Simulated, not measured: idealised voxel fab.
The document below concerns the process module designated voxel wiring stack.
This is section cut - it's 270 nm across, gridded in 5 nm square cells.
Reading order for cross-sections: top band down to bottom band. Underlying form: a grid of square cells. Band size: one or more rows of cells. What a band's entry tells you: where the top is and where the bottom is, as heights in nm, and after that what lies inside, material by material from left to right, each with its width in nm. Empty space is written as the word "blank", and a single material marked with the word "full width" occupies the band from edge to edge. Where do heights start? At 0: under that level the wafer as delivered is made of one material only. And the lowest band has no floor; it just carries on downward, as in "z 0 and below". The two numbers in a width such as "30 to 40" mark its ends across the band: the first belongs to the top row of cells, the second to the bottom row, and from each row to the next the width moves by the same amount. "changes: none" for a step: no cell of the cross-section changed in that step. Sealed cavities: empty space of 8 cells or more with no open way to the top, each as width x height at its distance from the left edge, in nm. after a step's settings: what the simulator itself notes on the step. The optional step-line setting "overlay nm" applies to steps with a mask and quantifies how far to the right of its planned location the mask lay, a negative value indicating leftward placement. Note: before/after cross-section pairs follow, one process step per pair, after-side truncated at the lowest changed band, step and settings given beneath. Different runs of this module on the same starting wafer may supply the pairs; a pair continues the one above only where the "Status before step" entry says so.

Status before step
    z 35 to 30 | 90 SiO2  35 SiCN  20 SiO2  35 SiCN  90 SiO2
    z 30 to 10 | 90 SiO2  5 SiCN  25 W  5 SiCN  20 SiO2  5 SiCN  25 W  5 SiCN  90 SiO2
    z 10 to 5 | 95 SiCN  25 TiN  30 SiCN  25 TiN  95 SiCN
    z 5 to 0 | SiO2 full width
    z 0 and below | Si full width
    Sealed cavities: none

Result of Step
    z 40 to 35 | SiCN full width
    Below a height of 35, the structure has not been altered.
    Sealed cavities: none
Which process step falls between the two cross-sections above? CONFORMAL_DEP | material SiCN | thk nm 5

Status before step: The initial state for this step is given by the after cross-section of the immediately preceding pair.

Result of Step
    z 55 to 40 | lowk full width
    Below a height of 40, the structure has not been altered.
    Sealed cavities: none
Which process step falls between the two cross-sections above? DIRECTIONAL_DEP | material lowk | thk nm 15

Status before step: The initial state for this step is given by the after cross-section of the immediately preceding pair.

Result of Step
    z 70 to 55 | aC full width
    Below a height of 55, the structure has not been altered.
    Sealed cavities: none
Which process step falls between the two cross-sections above? DIRECTIONAL_DEP | material aC | thk nm 15

Status before step: The initial state for this step is given by the after cross-section of the immediately preceding pair.

Result of Step
    z 100 to 70 | 95 resist  15 blank  40 resist  15 blank  105 resist
    Below a height of 70, the structure has not been altered.
    Sealed cavities: none
Which process step falls between the two cross-sections above? PATTERN | tone open | mask id PLUG_1 | material resist | width nm 15 | pitch nm 55 | thk nm 30 | overlay nm 0

Status before step: The initial state for this step is given by the after cross-section of the immediately preceding pair.

Result of Step
    z 85 to 70 | 95 resist  15 blank  40 resist  15 blank  105 resist
    z 70 to 55 | 95 aC  15 blank  40 aC  15 blank  105 aC
    Below a height of 55, the structure has not been altered.
    Sealed cavities: none
Which process step falls between the two cross-sections above? DIRECTIONAL_ETCH | etch materials aC | depth nm 15

Status before step: The initial state for this step is given by the after cross-section of the immediately preceding pair.

Result of Step
    z 70 to 55 | 95 aC  15 blank  40 aC  15 blank  105 aC
    Below a height of 55, the structure has not been altered.
    Sealed cavities: none
Which process step falls between the two cross-sections above? STRIP | etch materials resist

Status before step: The initial state for this step is given by the after cross-section of the immediately preceding pair.

Result of Step
    z 70 to 55 | 95 aC  15 blank  40 aC  15 blank  105 aC
    z 55 to 40 | 95 lowk  15 blank  40 lowk  15 blank  105 lowk
    Below a height of 40, the structure has not been altered.
    Sealed cavities: none
Which process step falls between the two cross-sections above? DIRECTIONAL_ETCH | etch materials lowk | depth nm 15

Status before step: The initial state for this step is given by the after cross-section of the immediately preceding pair.

Result of Step
    z 70 to 55 | 95 aC  15 blank  40 aC  15 blank  105 aC
    z 55 to 40 | 95 lowk  15 blank  40 lowk  15 blank  105 lowk
    z 40 to 35 | 95 SiCN  15 blank  40 SiCN  15 blank  105 SiCN
    Below a height of 35, the structure has not been altered.
    Sealed cavities: none
Which process step falls between the two cross-sections above? DIRECTIONAL_ETCH | etch materials SiCN | depth nm 5

Status before step: The initial state for this step is given by the after cross-section of the immediately preceding pair.

Result of Step
    z 55 to 40 | 95 lowk  15 blank  40 lowk  15 blank  105 lowk
    Below a height of 40, the structure has not been altered.
    Sealed cavities: none
Which process step falls between the two cross-sections above? STRIP | etch materials aC

Status before step: The initial state for this step is given by the after cross-section of the immediately preceding pair.

Result of Step
    z 60 to 55 | 100 TiN  5 blank  50 TiN  5 blank  110 TiN
    z 55 to 40 | 95 lowk  5 TiN  5 blank  5 TiN  40 lowk  5 TiN  5 blank  5 TiN  105 lowk
    z 40 to 35 | 95 SiCN  15 TiN  40 SiCN  15 TiN  105 SiCN
    Below a height of 35, the structure has not been altered.
    Sealed cavities: none
Which process step falls between the two cross-sections above? CONFORMAL_DEP | material TiN | thk nm 5

Status before step: The initial state for this step is given by the after cross-section of the immediately preceding pair.

Result of Step
    z 70 to 60 | Cu full width
    z 60 to 55 | 100 TiN  5 Cu  50 TiN  5 Cu  110 TiN
    z 55 to 40 | 95 lowk  5 TiN  5 Cu  5 TiN  40 lowk  5 TiN  5 Cu  5 TiN  105 lowk
    Below a height of 40, the structure has not been altered.
    Sealed cavities: none
Which process step falls between the two cross-sections above? FILL_DEP | material Cu | thk nm 10

Status before step: The initial state for this step is given by the after cross-section of the immediately preceding pair.

Result of Step
    z 55 to 40 | 95 lowk  5 TiN  5 Cu  5 TiN  40 lowk  5 TiN  5 Cu  5 TiN  105 lowk
    Below a height of 40, the structure has not been altered.
    Sealed cavities: none
Which process step falls between the two cross-sections above? CMP | height nm 55

Status before step: The initial state for this step is given by the after cross-section of the immediately preceding pair.

Result of Step
    z 60 to 55 | TiN full width
    Below a height of 55, the structure has not been altered.
    Sealed cavities: none
Which process step falls between the two cross-sections above? DIRECTIONAL_DEP | material TiN | thk nm 5

Status before step: The initial state for this step is given by the after cross-section of the immediately preceding pair.

Result of Step
    z 80 to 60 | Ru full width
    Below a height of 60, the structure has not been altered.
    Sealed cavities: none
Which process step falls between the two cross-sections above? DIRECTIONAL_DEP | material Ru | thk nm 20

Status before step: The initial state for this step is given by the after cross-section of the immediately preceding pair.

Result of Step
    z 95 to 80 | aC full width
    Below a height of 80, the structure has not been altered.
    Sealed cavities: none
Which process step falls between the two cross-sections above? DIRECTIONAL_DEP | material aC | thk nm 15

Status before step: The initial state for this step is given by the after cross-section of the immediately preceding pair.

Result of Step
    z 130 to 95 | 95 blank  25 resist  30 blank  25 resist  95 blank
    Below a height of 95, the structure has not been altered.
    Sealed cavities: none
Which process step falls between the two cross-sections above? PATTERN | tone cover | mask id METAL_2 | material resist | width nm 25 | pitch nm 55 | thk nm 35 | overlay nm 0

Status before step: The initial state for this step is given by the after cross-section of the immediately preceding pair.

Result of Step
    z 115 to 95 | 95 blank  25 resist  30 blank  25 resist  95 blank
    z 95 to 80 | 95 blank  25 aC  30 blank  25 aC  95 blank
    Below a height of 80, the structure has not been altered.
    Sealed cavities: none
Which process step falls between the two cross-sections above? DIRECTIONAL_ETCH | etch materials aC | depth nm 15

Status before step: The initial state for this step is given by the after cross-section of the immediately preceding pair.

Result of Step
    z 95 to 80 | 95 blank  25 aC  30 blank  25 aC  95 blank
    Below a height of 80, the structure has not been altered.
    Sealed cavities: none
Which process step falls between the two cross-sections above? STRIP | etch materials resist

Status before step: The initial state for this step is given by the after cross-section of the immediately preceding pair.

Result of Step
    z 95 to 80 | 95 blank  25 aC  30 blank  25 aC  95 blank
    z 80 to 60 | 95 blank  25 Ru  30 blank  25 Ru  95 blank
    Below a height of 60, the structure has not been altered.
    Sealed cavities: none
Which process step falls between the two cross-sections above? DIRECTIONAL_ETCH | etch materials Ru | depth nm 20

Status before step: The initial state for this step is given by the after cross-section of the immediately preceding pair.

Result of Step
    z 95 to 80 | 95 blank  25 aC  30 blank  25 aC  95 blank
    z 80 to 60 | 95 blank  25 Ru  30 blank  25 Ru  95 blank
    z 60 to 55 | 95 blank  25 TiN  30 blank  25 TiN  95 blank
    Below a height of 55, the structure has not been altered.
    Sealed cavities: none
Which process step falls between the two cross-sections above? DIRECTIONAL_ETCH | etch materials TiN | depth nm 5

Status before step: The initial state for this step is given by the after cross-section of the immediately preceding pair.

Result of Step
    z 80 to 60 | 95 blank  25 Ru  30 blank  25 Ru  95 blank
    Below a height of 60, the structure has not been altered.
    Sealed cavities: none
Which process step falls between the two cross-sections above? STRIP | etch materials aC

Status before step: The initial state for this step is given by the after cross-section of the immediately preceding pair.

Result of Step
    z 85 to 80 | SiO2 full width
    z 80 to 60 | 95 SiO2  25 Ru  30 SiO2  25 Ru  95 SiO2
    z 60 to 55 | 95 SiO2  25 TiN  30 SiO2  25 TiN  95 SiO2
    Below a height of 55, the structure has not been altered.
    Sealed cavities: none
Which process step falls between the two cross-sections above? FILL_DEP | material SiO2 | thk nm 5

Status before step: The initial state for this step is given by the after cross-section of the immediately preceding pair.

Result of Step
    z 80 to 60 | 95 SiO2  25 Ru  30 SiO2  25 Ru  95 SiO2
    Below a height of 60, the structure has not been altered.
    Sealed cavities: none
Which process step falls between the two cross-sections above? CMP | height nm 80

Status before step: The initial state for this step is given by the after cross-section of the immediately preceding pair.

Result of Step
    z 85 to 80 | SiCN full width
    Below a height of 80, the structure has not been altered.
    Sealed cavities: none
Which process step falls between the two cross-sections above? CONFORMAL_DEP | material SiCN | thk nm 5

Status before step: The initial state for this step is given by the after cross-section of the immediately preceding pair.

Result of Step
    z 115 to 85 | lowk full width
    Below a height of 85, the structure has not been altered.
    Sealed cavities: none
Which process step falls between the two cross-sections above? DIRECTIONAL_DEP | material lowk | thk nm 30

Status before step: The initial state for this step is given by the after cross-section of the immediately preceding pair.

Result of Step
    z 135 to 115 | 95 resist  25 blank  30 resist  25 blank  95 resist
    Below a height of 115, the structure has not been altered.
    Sealed cavities: none
Which process step falls between the two cross-sections above? PATTERN | tone open | mask id METAL_3 | material resist | width nm 25 | pitch nm 55 | thk nm 20 | overlay nm 0

Status before step: The initial state for this step is given by the after cross-section of the immediately preceding pair.

Result of Step
    z 135 to 115 | 95 resist  25 blank  30 resist  25 blank  95 resist
    z 115 to 100 | 95 lowk  25 blank  30 lowk  25 blank  95 lowk
    Below a height of 100, the structure has not been altered.
    Sealed cavities: none
Which process step falls between the two cross-sections above? DIRECTIONAL_ETCH | etch materials lowk | depth nm 15

Status before step: The initial state for this step is given by the after cross-section of the immediately preceding pair.

Result of Step
    z 115 to 100 | 95 lowk  25 blank  30 lowk  25 blank  95 lowk
    Below a height of 100, the structure has not been altered.
    Sealed cavities: none
Which process step falls between the two cross-sections above? STRIP | etch materials resist

Status before step: The initial state for this step is given by the after cross-section of the immediately preceding pair.

Result of Step
    z 130 to 115 | 95 aC  25 blank  30 aC  25 blank  95 aC
    z 115 to 100 | 95 lowk  25 aC  30 lowk  25 aC  95 lowk
    Below a height of 100, the structure has not been altered.
    Sealed cavities: none
Which process step falls between the two cross-sections above? DIRECTIONAL_DEP | material aC | thk nm 15

Status before step: The initial state for this step is given by the after cross-section of the immediately preceding pair.

Result of Step
    z 165 to 130 | 95 resist  15 blank  160 resist
    z 130 to 115 | 95 aC  15 blank  10 resist  30 aC  25 resist  95 aC
    Below a height of 115, the structure has not been altered.
    Sealed cavities: none
Which process step falls between the two cross-sections above? PATTERN | tone open | mask id METAL_3_HOLES | material resist | width nm 15 | thk nm 35 | overlay nm 0

Status before step: The initial state for this step is given by the after cross-section of the immediately preceding pair.

Result of Step
    z 150 to 130 | 95 resist  15 blank  160 resist
    z 130 to 115 | 95 aC  15 blank  10 resist  30 aC  25 resist  95 aC
    z 115 to 100 | 95 lowk  15 blank  10 aC  30 lowk  25 aC  95 lowk
    Below a height of 100, the structure has not been altered.
    Sealed cavities: none
Which process step falls between the two cross-sections above? DIRECTIONAL_ETCH | etch materials aC | depth nm 15

Status before step: The initial state for this step is given by the after cross-section of the immediately preceding pair.

Result of Step
    z 130 to 115 | 95 aC  25 blank  30 aC  25 blank  95 aC
    Below a height of 115, the structure has not been altered.
    Sealed cavities: none
Which process step falls between the two cross-sections above? STRIP | etch materials resist

Status before step: The initial state for this step is given by the after cross-section of the immediately preceding pair.

Result of Step
    z 130 to 115 | 95 aC  25 blank  30 aC  25 blank  95 aC
    z 115 to 100 | 95 lowk  15 blank  10 aC  30 lowk  25 aC  95 lowk
    z 100 to 85 | 95 lowk  15 blank  160 lowk
    Below a height of 85, the structure has not been altered.
    Sealed cavities: none
Which process step falls between the two cross-sections above? DIRECTIONAL_ETCH | etch materials lowk | depth nm 15

Status before step: The initial state for this step is given by the after cross-section of the immediately preceding pair.

Result of Step
    z 130 to 115 | 95 aC  25 blank  30 aC  25 blank  95 aC
    z 115 to 100 | 95 lowk  15 blank  10 aC  30 lowk  25 aC  95 lowk
    z 100 to 85 | 95 lowk  15 blank  160 lowk
    z 85 to 80 | 95 SiCN  15 blank  160 SiCN
    Below a height of 80, the structure has not been altered.
    Sealed cavities: none
Which process step falls between the two cross-sections above? DIRECTIONAL_ETCH | etch materials SiCN | depth nm 5

Status before step: The initial state for this step is given by the after cross-section of the immediately preceding pair.

Result of Step
    z 115 to 100 | 95 lowk  25 blank  30 lowk  25 blank  95 lowk
    Below a height of 100, the structure has not been altered.
    Sealed cavities: none
Which process step falls between the two cross-sections above? STRIP | etch materials aC

Status before step: The initial state for this step is given by the after cross-section of the immediately preceding pair.

Result of Step
    z 120 to 115 | 100 TiN  15 blank  40 TiN  15 blank  100 TiN
    z 115 to 105 | 95 lowk  5 TiN  15 blank  5 TiN  30 lowk  5 TiN  15 blank  5 TiN  95 lowk
    z 105 to 100 | 95 lowk  5 TiN  5 blank  15 TiN  30 lowk  25 TiN  95 lowk
    z 100 to 85 | 95 lowk  5 TiN  5 blank  5 TiN  160 lowk
    z 85 to 80 | 95 SiCN  15 TiN  160 SiCN
    Below a height of 80, the structure has not been altered.
    Sealed cavities: none
Which process step falls between the two cross-sections above? CONFORMAL_DEP | material TiN | thk nm 5

Status before step: The initial state for this step is given by the after cross-section of the immediately preceding pair.

Result of Step
    z 130 to 120 | Cu full width
    z 120 to 115 | 100 TiN  15 Cu  40 TiN  15 Cu  100 TiN
    z 115 to 105 | 95 lowk  5 TiN  15 Cu  5 TiN  30 lowk  5 TiN  15 Cu  5 TiN  95 lowk
    z 105 to 100 | 95 lowk  5 TiN  5 Cu  15 TiN  30 lowk  25 TiN  95 lowk
    z 100 to 85 | 95 lowk  5 TiN  5 Cu  5 TiN  160 lowk
    Below a height of 85, the structure has not been altered.
    Sealed cavities: none
Which process step falls between the two cross-sections above? FILL_DEP | material Cu | thk nm 10

Status before step: The initial state for this step is given by the after cross-section of the immediately preceding pair.

Result of Step
    z 115 to 105 | 95 lowk  5 TiN  15 Cu  5 TiN  30 lowk  5 TiN  15 Cu  5 TiN  95 lowk
    Below a height of 105, the structure has not been altered.
    Sealed cavities: none
Which process step falls between the two cross-sections above? CMP | height nm 115

Status before step: The initial state for this step is given by the after cross-section of the immediately preceding pair.

Result of Step
    z 120 to 115 | SiN full width
    Below a height of 115, the structure has not been altered.
    Sealed cavities: none
Which process step falls between the two cross-sections above? CONFORMAL_DEP | material SiN | thk nm 5

Status before step
    z 130 to 115 | 95 aC  25 blank  30 aC  25 blank  95 aC
    z 115 to 100 | 95 lowk  25 aC  30 lowk  25 aC  95 lowk
    z 100 to 85 | lowk full width
    z 85 to 80 | SiCN full width
    z 80 to 60 | 95 SiO2  25 Ru  30 SiO2  25 Ru  95 SiO2
    z 60 to 55 | 95 SiO2  25 TiN  30 SiO2  25 TiN  95 SiO2
    z 55 to 40 | 95 lowk  5 TiN  5 Cu  5 TiN  40 lowk  5 TiN  5 Cu  5 TiN  105 lowk
    z 40 to 35 | 95 SiCN  15 TiN  40 SiCN  15 TiN  105 SiCN
    z 35 to 15 | 90 SiO2  5 SiCN  25 W  5 SiCN  20 SiO2  5 SiCN  25 W  5 SiCN  90 SiO2
    z 15 to 10 | 95 SiCN  25 TiN  30 SiCN  25 TiN  95 SiCN
    z 10 to 0 | SiO2 full width
    z 0 and below | Si full width
    Sealed cavities: none

Result of Step
    z 165 to 130 | 90 resist  25 blank  155 resist
    z 130 to 115 | 95 aC  20 blank  5 resist  30 aC  25 resist  95 aC
    Below a height of 115, the structure has not been altered.
    Sealed cavities: none
Which process step falls between the two cross-sections above? PATTERN | tone open | mask id METAL_3_HOLES | material resist | width nm 25 | thk nm 35 | overlay nm 0

Status before step: The initial state for this step is given by the after cross-section of the immediately preceding pair.

Result of Step
    z 150 to 130 | 90 resist  25 blank  155 resist
    z 130 to 115 | 90 aC  25 blank  5 resist  30 aC  25 resist  95 aC
    z 115 to 100 | 95 lowk  20 blank  5 aC  30 lowk  25 aC  95 lowk
    Below a height of 100, the structure has not been altered.
    Sealed cavities: none
Which process step falls between the two cross-sections above? DIRECTIONAL_ETCH | etch materials aC | depth nm 15

Status before step: The initial state for this step is given by the after cross-section of the immediately preceding pair.

Result of Step
    z 130 to 115 | 90 aC  30 blank  30 aC  25 blank  95 aC
    Below a height of 115, the structure has not been altered.
    Sealed cavities: none
Which process step falls between the two cross-sections above? STRIP | etch materials resist

Status before step: The initial state for this step is given by the after cross-section of the immediately preceding pair.

Result of Step
    z 130 to 115 | 90 aC  30 blank  30 aC  25 blank  95 aC
    z 115 to 100 | 90 lowk  25 blank  5 aC  30 lowk  25 aC  95 lowk
    z 100 to 85 | 95 lowk  20 blank  155 lowk
    Below a height of 85, the structure has not been altered.
    Sealed cavities: none
Which process step falls between the two cross-sections above? DIRECTIONAL_ETCH | etch materials lowk | depth nm 15

Status before step: The initial state for this step is given by the after cross-section of the immediately preceding pair.

Result of Step
    z 130 to 115 | 90 aC  30 blank  30 aC  25 blank  95 aC
    z 115 to 100 | 90 lowk  25 blank  5 aC  30 lowk  25 aC  95 lowk
    z 100 to 85 | 95 lowk  20 blank  155 lowk
    z 85 to 80 | 95 SiCN  20 blank  155 SiCN
    Below a height of 80, the structure has not been altered.
    Sealed cavities: none
Which process step falls between the two cross-sections above? DIRECTIONAL_ETCH | etch materials SiCN | depth nm 5

Status before step: The initial state for this step is given by the after cross-section of the immediately preceding pair.

Result of Step
    z 115 to 100 | 90 lowk  30 blank  30 lowk  25 blank  95 lowk
    Below a height of 100, the structure has not been altered.
    Sealed cavities: none
Which process step falls between the two cross-sections above? STRIP | etch materials aC

Status before step: The initial state for this step is given by the after cross-section of the immediately preceding pair.

Result of Step
    z 120 to 115 | 95 TiN  20 blank  40 TiN  15 blank  100 TiN
    z 115 to 105 | 90 lowk  5 TiN  20 blank  5 TiN  30 lowk  5 TiN  15 blank  5 TiN  95 lowk
    z 105 to 100 | 90 lowk  10 TiN  10 blank  10 TiN  30 lowk  25 TiN  95 lowk
    z 100 to 85 | 95 lowk  5 TiN  10 blank  5 TiN  155 lowk
    z 85 to 80 | 95 SiCN  20 TiN  155 SiCN
    Below a height of 80, the structure has not been altered.
    Sealed cavities: none
Which process step falls between the two cross-sections above? CONFORMAL_DEP | material TiN | thk nm 5

Status before step: The initial state for this step is given by the after cross-section of the immediately preceding pair.

Result of Step
    z 130 to 120 | Cu full width
    z 120 to 115 | 95 TiN  20 Cu  40 TiN  15 Cu  100 TiN
    z 115 to 105 | 90 lowk  5 TiN  20 Cu  5 TiN  30 lowk  5 TiN  15 Cu  5 TiN  95 lowk
    z 105 to 100 | 90 lowk  10 TiN  10 Cu  10 TiN  30 lowk  25 TiN  95 lowk
    z 100 to 85 | 95 lowk  5 TiN  10 Cu  5 TiN  155 lowk
    Below a height of 85, the structure has not been altered.
    Sealed cavities: none
Which process step falls between the two cross-sections above? FILL_DEP | material Cu | thk nm 10

Status before step: The initial state for this step is given by the after cross-section of the immediately preceding pair.

Result of Step
    z 115 to 105 | 90 lowk  5 TiN  20 Cu  5 TiN  30 lowk  5 TiN  15 Cu  5 TiN  95 lowk
    Below a height of 105, the structure has not been altered.
    Sealed cavities: none
Which process step falls between the two cross-sections above? CMP | height nm 115

Status before step: The initial state for this step is given by the after cross-section of the immediately preceding pair.

Result of Step
    z 120 to 115 | SiN full width
    Below a height of 115, the structure has not been altered.
    Sealed cavities: none
Which process step falls between the two cross-sections above? CONFORMAL_DEP | material SiN | thk nm 5

Status before step
    z 95 to 80 | aC full width
    z 80 to 60 | Ru full width
    z 60 to 55 | TiN full width
    z 55 to 40 | 95 lowk  5 TiN  5 Cu  5 TiN  40 lowk  5 TiN  5 Cu  5 TiN  105 lowk
    z 40 to 35 | 95 SiCN  15 TiN  40 SiCN  15 TiN  105 SiCN
    z 35 to 15 | 90 SiO2  5 SiCN  25 W  5 SiCN  20 SiO2  5 SiCN  25 W  5 SiCN  90 SiO2
    z 15 to 10 | 95 SiCN  25 TiN  30 SiCN  25 TiN  95 SiCN
    z 10 to 0 | SiO2 full width
    z 0 and below | Si full width
    Sealed cavities: none

Result of Step
    z 130 to 95 | 105 blank  25 resist  30 blank  25 resist  85 blank
    Below a height of 95, the structure has not been altered.
    Sealed cavities: none
Which process step falls between the two cross-sections above? PATTERN | tone cover | mask id METAL_2 | material resist | width nm 25 | pitch nm 55 | thk nm 35 | overlay nm 10

Status before step: The initial state for this step is given by the after cross-section of the immediately preceding pair.

Result of Step
    z 115 to 95 | 105 blank  25 resist  30 blank  25 resist  85 blank
    z 95 to 80 | 105 blank  25 aC  30 blank  25 aC  85 blank
    Below a height of 80, the structure has not been altered.
    Sealed cavities: none
Which process step falls between the two cross-sections above? DIRECTIONAL_ETCH | etch materials aC | depth nm 15

Status before step: The initial state for this step is given by the after cross-section of the immediately preceding pair.

Result of Step
    z 95 to 80 | 105 blank  25 aC  30 blank  25 aC  85 blank
    Below a height of 80, the structure has not been altered.
    Sealed cavities: none
Which process step falls between the two cross-sections above? STRIP | etch materials resist

Status before step: The initial state for this step is given by the after cross-section of the immediately preceding pair.

Result of Step
    z 95 to 80 | 105 blank  25 aC  30 blank  25 aC  85 blank
    z 80 to 60 | 105 blank  25 Ru  30 blank  25 Ru  85 blank
    Below a height of 60, the structure has not been altered.
    Sealed cavities: none
Which process step falls between the two cross-sections above? DIRECTIONAL_ETCH | etch materials Ru | depth nm 20

Status before step: The initial state for this step is given by the after cross-section of the immediately preceding pair.

Result of Step
    z 95 to 80 | 105 blank  25 aC  30 blank  25 aC  85 blank
    z 80 to 60 | 105 blank  25 Ru  30 blank  25 Ru  85 blank
    z 60 to 55 | 105 blank  25 TiN  30 blank  25 TiN  85 blank
    Below a height of 55, the structure has not been altered.
    Sealed cavities: none
Which process step falls between the two cross-sections above? DIRECTIONAL_ETCH | etch materials TiN | depth nm 5

Status before step: The initial state for this step is given by the after cross-section of the immediately preceding pair.

Result of Step
    z 80 to 60 | 105 blank  25 Ru  30 blank  25 Ru  85 blank
    Below a height of 60, the structure has not been altered.
    Sealed cavities: none
Which process step falls between the two cross-sections above? STRIP | etch materials aC

Status before step: The initial state for this step is given by the after cross-section of the immediately preceding pair.

Result of Step
    z 85 to 80 | SiO2 full width
    z 80 to 60 | 105 SiO2  25 Ru  30 SiO2  25 Ru  85 SiO2
    z 60 to 55 | 105 SiO2  25 TiN  30 SiO2  25 TiN  85 SiO2
    Below a height of 55, the structure has not been altered.
    Sealed cavities: none
Which process step falls between the two cross-sections above? FILL_DEP | material SiO2 | thk nm 5

Status before step: The initial state for this step is given by the after cross-section of the immediately preceding pair.

Result of Step
    z 80 to 60 | 105 SiO2  25 Ru  30 SiO2  25 Ru  85 SiO2
    Below a height of 60, the structure has not been altered.
    Sealed cavities: none
Which process step falls between the two cross-sections above? CMP | height nm 80

Status before step: The initial state for this step is given by the after cross-section of the immediately preceding pair.

Result of Step
    z 85 to 80 | SiCN full width
    Below a height of 80, the structure has not been altered.
    Sealed cavities: none
Which process step falls between the two cross-sections above? CONFORMAL_DEP | material SiCN | thk nm 5

Status before step: The initial state for this step is given by the after cross-section of the immediately preceding pair.

Result of Step
    z 115 to 85 | lowk full width
    Below a height of 85, the structure has not been altered.
    Sealed cavities: none
Which process step falls between the two cross-sections above? DIRECTIONAL_DEP | material lowk | thk nm 30

Status before step: The initial state for this step is given by the after cross-section of the immediately preceding pair.

Result of Step
    z 135 to 115 | 95 resist  25 blank  30 resist  25 blank  95 resist
    Below a height of 115, the structure has not been altered.
    Sealed cavities: none
Which process step falls between the two cross-sections above? PATTERN | tone open | mask id METAL_3 | material resist | width nm 25 | pitch nm 55 | thk nm 20 | overlay nm 0

Status before step: The initial state for this step is given by the after cross-section of the immediately preceding pair.

Result of Step
    z 135 to 115 | 95 resist  25 blank  30 resist  25 blank  95 resist
    z 115 to 100 | 95 lowk  25 blank  30 lowk  25 blank  95 lowk
    Below a height of 100, the structure has not been altered.
    Sealed cavities: none
Which process step falls between the two cross-sections above? DIRECTIONAL_ETCH | etch materials lowk | depth nm 15

Status before step: The initial state for this step is given by the after cross-section of the immediately preceding pair.

Result of Step
    z 115 to 100 | 95 lowk  25 blank  30 lowk  25 blank  95 lowk
    Below a height of 100, the structure has not been altered.
    Sealed cavities: none
Which process step falls between the two cross-sections above? STRIP | etch materials resist

Status before step: The initial state for this step is given by the after cross-section of the immediately preceding pair.

Result of Step
    z 130 to 115 | 95 aC  25 blank  30 aC  25 blank  95 aC
    z 115 to 100 | 95 lowk  25 aC  30 lowk  25 aC  95 lowk
    Below a height of 100, the structure has not been altered.
    Sealed cavities: none
Which process step falls between the two cross-sections above? DIRECTIONAL_DEP | material aC | thk nm 15

Status before step: The initial state for this step is given by the after cross-section of the immediately preceding pair.

Result of Step
    z 165 to 130 | 95 resist  15 blank  160 resist
    z 130 to 115 | 95 aC  15 blank  10 resist  30 aC  25 resist  95 aC
    Below a height of 115, the structure has not been altered.
    Sealed cavities: none
Which process step falls between the two cross-sections above? PATTERN | tone open | mask id METAL_3_HOLES | material resist | width nm 15 | thk nm 35 | overlay nm 0

Status before step: The initial state for this step is given by the after cross-section of the immediately preceding pair.

Result of Step
    z 150 to 130 | 95 resist  15 blank  160 resist
    z 130 to 115 | 95 aC  15 blank  10 resist  30 aC  25 resist  95 aC
    z 115 to 100 | 95 lowk  15 blank  10 aC  30 lowk  25 aC  95 lowk
    Below a height of 100, the structure has not been altered.
    Sealed cavities: none
Which process step falls between the two cross-sections above? DIRECTIONAL_ETCH | etch materials aC | depth nm 15

Status before step: The initial state for this step is given by the after cross-section of the immediately preceding pair.

Result of Step
    z 130 to 115 | 95 aC  25 blank  30 aC  25 blank  95 aC
    Below a height of 115, the structure has not been altered.
    Sealed cavities: none
Which process step falls between the two cross-sections above? STRIP | etch materials resist

Status before step: The initial state for this step is given by the after cross-section of the immediately preceding pair.

Result of Step
    z 130 to 115 | 95 aC  25 blank  30 aC  25 blank  95 aC
    z 115 to 100 | 95 lowk  15 blank  10 aC  30 lowk  25 aC  95 lowk
    z 100 to 85 | 95 lowk  15 blank  160 lowk
    Below a height of 85, the structure has not been altered.
    Sealed cavities: none
Which process step falls between the two cross-sections above? DIRECTIONAL_ETCH | etch materials lowk | depth nm 15

Status before step: The initial state for this step is given by the after cross-section of the immediately preceding pair.

Result of Step
    z 130 to 115 | 95 aC  25 blank  30 aC  25 blank  95 aC
    z 115 to 100 | 95 lowk  15 blank  10 aC  30 lowk  25 aC  95 lowk
    z 100 to 85 | 95 lowk  15 blank  160 lowk
    z 85 to 80 | 95 SiCN  15 blank  160 SiCN
    Below a height of 80, the structure has not been altered.
    Sealed cavities: none
Which process step falls between the two cross-sections above? DIRECTIONAL_ETCH | etch materials SiCN | depth nm 5

Status before step: The initial state for this step is given by the after cross-section of the immediately preceding pair.

Result of Step
    z 115 to 100 | 95 lowk  25 blank  30 lowk  25 blank  95 lowk
    Below a height of 100, the structure has not been altered.
    Sealed cavities: none
Which process step falls between the two cross-sections above? STRIP | etch materials aC

Status before step: The initial state for this step is given by the after cross-section of the immediately preceding pair.

Result of Step
    z 120 to 115 | 100 TiN  15 blank  40 TiN  15 blank  100 TiN
    z 115 to 105 | 95 lowk  5 TiN  15 blank  5 TiN  30 lowk  5 TiN  15 blank  5 TiN  95 lowk
    z 105 to 100 | 95 lowk  5 TiN  5 blank  15 TiN  30 lowk  25 TiN  95 lowk
    z 100 to 85 | 95 lowk  5 TiN  5 blank  5 TiN  160 lowk
    z 85 to 80 | 95 SiCN  15 TiN  160 SiCN
    Below a height of 80, the structure has not been altered.
    Sealed cavities: none
Which process step falls between the two cross-sections above? CONFORMAL_DEP | material TiN | thk nm 5

Status before step: The initial state for this step is given by the after cross-section of the immediately preceding pair.

Result of Step
    z 130 to 120 | Cu full width
    z 120 to 115 | 100 TiN  15 Cu  40 TiN  15 Cu  100 TiN
    z 115 to 105 | 95 lowk  5 TiN  15 Cu  5 TiN  30 lowk  5 TiN  15 Cu  5 TiN  95 lowk
    z 105 to 100 | 95 lowk  5 TiN  5 Cu  15 TiN  30 lowk  25 TiN  95 lowk
    z 100 to 85 | 95 lowk  5 TiN  5 Cu  5 TiN  160 lowk
    Below a height of 85, the structure has not been altered.
    Sealed cavities: none
Which process step falls between the two cross-sections above? FILL_DEP | material Cu | thk nm 10

Status before step: The initial state for this step is given by the after cross-section of the immediately preceding pair.

Result of Step
    z 115 to 105 | 95 lowk  5 TiN  15 Cu  5 TiN  30 lowk  5 TiN  15 Cu  5 TiN  95 lowk
    Below a height of 105, the structure has not been altered.
    Sealed cavities: none
Which process step falls between the two cross-sections above? CMP | height nm 115

Status before step: The initial state for this step is given by the after cross-section of the immediately preceding pair.

Result of Step
    z 120 to 115 | SiN full width
    Below a height of 115, the structure has not been altered.
    Sealed cavities: none
Which process step falls between the two cross-sections above? CONFORMAL_DEP | material SiN | thk nm 5

Status before step
    z 40 to 35 | SiCN full width
    z 35 to 15 | 90 SiO2  5 SiCN  25 W  5 SiCN  20 SiO2  5 SiCN  25 W  5 SiCN  90 SiO2
    z 15 to 10 | 95 SiCN  25 TiN  30 SiCN  25 TiN  95 SiCN
    z 10 to 0 | SiO2 full width
    z 0 and below | Si full width
    Sealed cavities: none

Result of Step
    z 55 to 40 | Ru full width
    Below a height of 40, the structure has not been altered.
    Sealed cavities: none
Which process step falls between the two cross-sections above? DIRECTIONAL_DEP | material Ru | thk nm 15
